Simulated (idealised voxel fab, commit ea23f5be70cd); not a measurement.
Process module, titled voxel transistor to metal
Cross-section cut: width 155 nm, square cells of 5 nm.
Cross-sections here: square-cell grids, written as top-down lists of bands, a band being one or more rows of cells.
Band: top height; bottom height; in nm. Then, left to right: material with width in nm, for each material. "full width": a single material spanning edge to edge. "blank": empty space.
The level at which height equals 0 is the one under which the wafer, as it arrives, is entirely one material. No lower edge exists for the bottom band, which continues downward and is notated as in "0..down".
With a width like "30..40", each row of cells in the band differs from the next by the same amount, the top row carrying the first number and the bottom row the second.
You'll sometimes find "stayed the same" written for a step, and that's the way of saying that nowhere in the cross-section did a cell change during that step.
Each empty space that has no open way to the top and spans at least 8 cells appears under "Unvented internal voids" as width x height at distance, the distance counted from the left edge, all in nm.
On each step's line, the part that comes after the settings is the simulator's own comment on the step.
overlay nm: for a step with a mask, the amount by which the mask lay right of where it was planned; a negative amount means left of it.
[Steps in the process plan]
1,RECEIVE,material Si
2,CONFORMAL_DEP,material SiO2,thk nm 5
3,CONFORMAL_DEP,material SiN,thk nm 15
4,PATTERN,tone cover,mask id ACTIVE,material resist,width nm 105,thk nm 15,overlay nm 0
5,DIRECTIONAL_ETCH,etch materials SiN,depth nm 15
6,DIRECTIONAL_ETCH,etch materials SiO2,depth nm 5
7,DIRECTIONAL_ETCH,etch materials Si,depth nm 20
8,STRIP,etch materials resist
9,OXIDIZE,depth nm 5
10,FILL_DEP,material SiO2,thk nm 15
11,CMP,height nm 20
12,SELECTIVE_ETCH,etch materials SiO2,depth nm 15
13,STRIP,etch materials SiN
14,SELECTIVE_ETCH,etch materials SiO2,depth nm 5
15,OXIDIZE,depth nm 5
16,DIRECTIONAL_DEP,material polySi,thk nm 30
17,DIRECTIONAL_DEP,material SiCN,thk nm 10
18,DIRECTIONAL_DEP,material aC,thk nm 10
19,PATTERN,tone cover,mask id GATE,material resist,width nm 25,thk nm 30,overlay nm 0
20,DIRECTIONAL_ETCH,etch materials aC,depth nm 10
21,STRIP,etch materials resist
22,DIRECTIONAL_ETCH,etch materials SiCN,depth nm 20
23,DIRECTIONAL_ETCH,etch materials polySi,depth nm 40
24,STRIP,etch materials aC
25,CONFORMAL_DEP,material SiO2,thk nm 5
26,DIRECTIONAL_ETCH,etch materials SiO2,depth nm 5
27,CONFORMAL_DEP,material SiN,thk nm 10
28,DIRECTIONAL_ETCH,etch materials SiN,depth nm 10
29,DIRECTIONAL_ETCH,etch materials SiO2,depth nm 5
30,DIRECTIONAL_ETCH,etch materials Si,depth nm 15
31,EPI,material nSi,thk nm 15
32,FILL_DEP,material SiO2,thk nm 10
33,CMP,height nm 40
34,DIRECTIONAL_DEP,material SiO2,thk nm 15
35,PATTERN,tone open,mask id CONTACT,material resist,width nm 30,pitch nm 65,thk nm 20,overlay nm 0
36,DIRECTIONAL_ETCH,etch materials SiO2,depth nm 60
37,STRIP,etch materials resist
38,CONFORMAL_DEP,material TiN,thk nm 5
39,FILL_DEP,material Ru,thk nm 5
40,CMP,height nm 55
41,CONFORMAL_DEP,material SiCN,thk nm 5
42,DIRECTIONAL_DEP,material SiO2,thk nm 25
43,MASKED_ETCH,tone open,mask id METAL_1,width nm 20,pitch nm 75,etch materials SiO2,depth nm 25,overlay nm 0
44,MASKED_ETCH,tone open,mask id METAL_1,width nm 20,pitch nm 75,etch materials SiCN,depth nm 5,overlay nm 0
45,CONFORMAL_DEP,material TiN,thk nm 5
46,FILL_DEP,material Cu,thk nm 5
47,CMP,height nm 85
48,CONFORMAL_DEP,material SiN,thk nm 5
[The cross-section here shows the wafer as received, i.e. in its state after step 1]
  0..down = Si full width
  Unvented internal voids: none
[Cross-sectional image of the first of two wafers at the end of the module, the run having proceeded as planned]
  90..85 = SiN full width
  85..60 = SiO2: 30, TiN: 5, Cu: 10, TiN: 5, SiO2: 55, TiN: 5, Cu: 10, TiN: 5, SiO2: 30
  60..55 = SiCN: 30, TiN: 20, SiCN: 55, TiN: 20, SiCN: 30
  55..45 = SiO2: 30, TiN: 5, Ru: 20, TiN: 5, SiO2: 35, TiN: 5, Ru: 20, TiN: 5, SiO2: 30
  45..40 = SiO2: 30, TiN: 5, Ru: 10, TiN: 15, SiO2: 35, TiN: 15, Ru: 10, TiN: 5, SiO2: 30
  40..30 = SiO2: 30, TiN: 5, Ru: 10, TiN: 5, SiN: 10, SiO2: 5, SiCN: 25, SiO2: 5, SiN: 10, TiN: 5, Ru: 10, TiN: 5, SiO2: 30
  30..15 = SiO2: 30, TiN: 5, Ru: 10, TiN: 5, SiN: 10, SiO2: 5, polySi: 25, SiO2: 5, SiN: 10, TiN: 5, Ru: 10, TiN: 5, SiO2: 30
  15..10 = SiO2: 30, TiN: 20, SiN: 10, SiO2: 5, polySi: 25, SiO2: 5, SiN: 10, TiN: 20, SiO2: 30
  10..0 = SiO2: 30, TiN: 5, nSi: 15, SiN: 10, SiO2: 5, polySi: 25, SiO2: 5, SiN: 10, nSi: 15, TiN: 5, SiO2: 30
  0..-5 = SiO2: 30, TiN: 5, nSi: 15, SiO2: 55, nSi: 15, TiN: 5, SiO2: 30
  -5..-20 = SiO2: 30, nSi: 20, Si: 55, nSi: 20, SiO2: 30
  -20..-25 = SiO2: 30, Si: 95, SiO2: 30
  -25..down = Si full width
  Unvented internal voids: none
[Presented here is a cross-section of the second of the two wafers as it stood at the end of the module. It was started in the same manner and assigned the same plan as the first wafer; however, one mistake was made in its execution]
  90..85 = SiN full width
  85..60 = SiO2: 30, TiN: 5, Cu: 10, TiN: 5, SiO2: 55, TiN: 5, Cu: 10, TiN: 5, SiO2: 30
  60..55 = SiCN: 30, TiN: 20, SiCN: 55, TiN: 20, SiCN: 30
  55..45 = SiO2: 25, TiN: 5, Ru: 20, TiN: 5, SiO2: 35, TiN: 5, Ru: 20, TiN: 5, SiO2: 35
  45..40 = SiO2: 25, TiN: 5, Ru: 15, TiN: 10, SiO2: 35, TiN: 20, Ru: 5, TiN: 5, SiO2: 35
  40..30 = SiO2: 25, TiN: 5, Ru: 15, TiN: 5, SiN: 10, SiO2: 5, SiCN: 25, TiN: 5, SiN: 10, TiN: 5, Ru: 5, TiN: 5, SiO2: 35
  30..15 = SiO2: 25, TiN: 5, Ru: 15, TiN: 5, SiN: 10, SiO2: 5, polySi: 25, TiN: 5, SiN: 10, TiN: 5, Ru: 5, TiN: 5, SiO2: 35
  15..10 = SiO2: 25, TiN: 25, SiN: 10, SiO2: 5, polySi: 25, TiN: 5, SiN: 10, TiN: 15, SiO2: 35
  10..0 = SiO2: 25, TiN: 10, nSi: 15, SiN: 10, SiO2: 5, polySi: 25, TiN: 5, SiN: 10, nSi: 15, SiO2: 35
  0..-5 = SiO2: 25, TiN: 10, nSi: 15, SiO2: 40, TiN: 5, SiO2: 10, nSi: 15, SiO2: 35
  -5..-20 = SiO2: 30, nSi: 20, Si: 55, nSi: 20, SiO2: 30
  -20..-25 = SiO2: 30, Si: 95, SiO2: 30
  -25..down = Si full width
  Unvented internal voids: none
In executing the process, a mistake was made relative to the plan: step 35 went in with a setting other than planned; the actual run was PATTERN,tone open,mask id CONTACT,material resist,width nm 30,pitch nm 65,thk nm 20,overlay nm -5
The second wafer ends with more or fewer cells of some materials than the first, per final count: -9 SiO2, +9 TiN
